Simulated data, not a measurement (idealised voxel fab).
Process module heading - voxel tone inversion
This is section cut - it's 280 nm across, gridded in 5 nm square cells.
Cross-section format: a grid of square cells, given as bands from top to bottom; each band is one or more rows of cells.
The entry gives the band's vertical extent as a top height and a bottom height in nm, then its horizontal make-up as materials from left to right, each with a width in nm. "air" stands for empty space; a single material marked "edge to edge" fills the band edge to edge.
Height reference: 0 = level under which incoming wafer is all one material. Lowest band: no bottom, runs on downward, e.g. "0..down".
Width spec "30->40" -> top row of cells at first value, bottom row at second value, equal per-row change in between.
Take "remains unaltered" at face value: in the step it is given for, the cross-section changed in none of its cells.
Empty spaces without an open route to the top, at least 8 cells in extent, make up the entry "Completely sealed voids"; each is given as width x height at distance, where the distance is measured from the left edge, and all are in nm.
Heads up: the bit after the settings on a step's line is the simulator's remark on that step.
Each step line may optionally specify "overlay nm", which for a step with a mask gives the rightward distance between the mask's planned place and where it lay, a negative value indicating the leftward direction.
This section lists the process steps that were planned
1,RECEIVE: material Si
2,CONFORMAL_DEP: material SiCN, thk nm 10
3,DIRECTIONAL_DEP: material aC, thk nm 20
4,PATTERN: tone cover, mask id POSTS, material resist, width nm 15, pitch nm 30, thk nm 30, overlay nm 0
5,DIRECTIONAL_ETCH: etch materials aC, depth nm 20
6,STRIP: etch materials resist
7,FILL_DEP: material SiO2, thk nm 5
8,CMP: height nm 30
9,STRIP: etch materials aC
Step 1 complete: cross-section of the wafer as received
	0..down = Si edge to edge
	Completely sealed voids: none
One mistake in running the module, otherwise start and plan as above: cross-section at the end
	30..20 = SiCN edge to edge
	20..0 = aC edge to edge
	0..down = Si edge to edge
	Completely sealed voids: none
Where did the run depart from the plan? steps 2 and 3 run out of order (swapped)
